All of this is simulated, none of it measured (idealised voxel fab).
process module | voxel plated lines
cross-section cut | 260 nm wide | cells 5 nm
A cross-section is a grid of square cells, given in bands from the top down. A band is one or more rows of cells.
Each band's line starts with the height of the band's top and of its bottom, in nm. Then come its materials from left to right, each with its width in nm. One material with "throughout" fills the band from edge to edge. "air" is empty space.
Height 0 is the level under which the wafer as received is all one material. The lowest band goes on downwards, as in "0 down".
A width such as "30 to 40" changes by the same amount from each row of cells to the next, from the band's top row to its bottom row.
"no change" after a step means that no cell of the cross-section changed.
closed voids: empty space of 8 cells or more with no open way to the top, each as width x height at its distance from the left edge, in nm
after a step's settings: what the simulator itself notes on the step
overlay nm, on a step with a mask: how far to the right of its planned place the mask lay; to the left if negative
plan
1 op RECEIVE | material Si
2 op CONFORMAL_DEP | material SiO2 | thk nm 15
3 op DIRECTIONAL_DEP | material TiN | thk nm 5
4 op PATTERN | tone open | mask id LINES | material resist | width nm 20 | pitch nm 35 | thk nm 40 | overlay nm 0
5 op EPI | material Ru | thk nm 10
6 op EPI | material Ru | thk nm 5
7 op EPI | material Ru | thk nm 10
8 op STRIP | etch materials resist
9 op DIRECTIONAL_ETCH | etch materials TiN | depth nm 5
10 op CONFORMAL_DEP | material SiN | thk nm 10
first wafer, as planned
as received, after step 1
  0 down: Si throughout
  closed voids: none
after step 2
  15 to 0: SiO2 throughout
  below 0: unchanged
after step 3
  20 to 15: TiN throughout
  below 15: unchanged
after step 4
  60 to 20: resist 65 | air 20 | resist 15 | air 20 | resist 15 | air 20 | resist 15 | air 20 | resist 70
  below 20: unchanged
after step 5
  60 to 30: resist 65 | air 20 | resist 15 | air 20 | resist 15 | air 20 | resist 15 | air 20 | resist 70
  30 to 20: resist 65 | Ru 20 | resist 15 | Ru 20 | resist 15 | Ru 20 | resist 15 | Ru 20 | resist 70
  below 20: unchanged
after step 6
  60 to 35: resist 65 | air 20 | resist 15 | air 20 | resist 15 | air 20 | resist 15 | air 20 | resist 70
  35 to 20: resist 65 | Ru 20 | resist 15 | Ru 20 | resist 15 | Ru 20 | resist 15 | Ru 20 | resist 70
  below 20: unchanged
after step 7
  60 to 45: resist 65 | air 20 | resist 15 | air 20 | resist 15 | air 20 | resist 15 | air 20 | resist 70
  45 to 20: resist 65 | Ru 20 | resist 15 | Ru 20 | resist 15 | Ru 20 | resist 15 | Ru 20 | resist 70
  below 20: unchanged
after step 8
  45 to 20: air 65 | Ru 20 | air 15 | Ru 20 | air 15 | Ru 20 | air 15 | Ru 20 | air 70
  below 20: unchanged
after step 9
  45 to 20: air 65 | Ru 20 | air 15 | Ru 20 | air 15 | Ru 20 | air 15 | Ru 20 | air 70
  20 to 15: air 65 | TiN 20 | air 15 | TiN 20 | air 15 | TiN 20 | air 15 | TiN 20 | air 70
  below 15: unchanged
after step 10
  55 to 45: air 55 | SiN 145 | air 60
  45 to 25: air 55 | SiN 10 | Ru 20 | SiN 15 | Ru 20 | SiN 15 | Ru 20 | SiN 15 | Ru 20 | SiN 10 | air 60
  25 to 20: SiN 65 | Ru 20 | SiN 15 | Ru 20 | SiN 15 | Ru 20 | SiN 15 | Ru 20 | SiN 70
  20 to 15: SiN 65 | TiN 20 | SiN 15 | TiN 20 | SiN 15 | TiN 20 | SiN 15 | TiN 20 | SiN 70
  below 15: unchanged
second wafer: like start, like plan, one mistake. Through step 3 it matches the first wafer
when step 4 should have ended
  60 to 20: resist 70 | air 15 | resist 20 | air 15 | resist 20 | air 15 | resist 20 | air 15 | resist 70
  below 20: unchanged
when step 5 should have ended
  60 to 30: resist 70 | air 15 | resist 20 | air 15 | resist 20 | air 15 | resist 20 | air 15 | resist 70
  30 to 20: resist 70 | Ru 15 | resist 20 | Ru 15 | resist 20 | Ru 15 | resist 20 | Ru 15 | resist 70
  below 20: unchanged
when step 6 should have ended
  60 to 35: resist 70 | air 15 | resist 20 | air 15 | resist 20 | air 15 | resist 20 | air 15 | resist 70
  35 to 20: resist 70 | Ru 15 | resist 20 | Ru 15 | resist 20 | Ru 15 | resist 20 | Ru 15 | resist 70
  below 20: unchanged
when step 7 should have ended
  60 to 45: resist 70 | air 15 | resist 20 | air 15 | resist 20 | air 15 | resist 20 | air 15 | resist 70
  45 to 20: resist 70 | Ru 15 | resist 20 | Ru 15 | resist 20 | Ru 15 | resist 20 | Ru 15 | resist 70
  below 20: unchanged
when step 8 should have ended
  45 to 20: air 70 | Ru 15 | air 20 | Ru 15 | air 20 | Ru 15 | air 20 | Ru 15 | air 70
  below 20: unchanged
when step 9 should have ended
  45 to 20: air 70 | Ru 15 | air 20 | Ru 15 | air 20 | Ru 15 | air 20 | Ru 15 | air 70
  20 to 15: air 70 | TiN 15 | air 20 | TiN 15 | air 20 | TiN 15 | air 20 | TiN 15 | air 70
  below 15: unchanged
when step 10 should have ended
  55 to 45: air 60 | SiN 140 | air 60
  45 to 25: air 60 | SiN 10 | Ru 15 | SiN 20 | Ru 15 | SiN 20 | Ru 15 | SiN 20 | Ru 15 | SiN 10 | air 60
  25 to 20: SiN 70 | Ru 15 | SiN 20 | Ru 15 | SiN 20 | Ru 15 | SiN 20 | Ru 15 | SiN 70
  20 to 15: SiN 70 | TiN 15 | SiN 20 | TiN 15 | SiN 20 | TiN 15 | SiN 20 | TiN 15 | SiN 70
  below 15: unchanged
what went wrong: step 4 ran as: op PATTERN | tone open | mask id LINES | material resist | width nm 15 | pitch nm 35 | thk nm 40 | overlay nm 0
at the end the second wafer has, in cells: 20 fewer of Ru | 18 more of SiN | 4 fewer of TiN
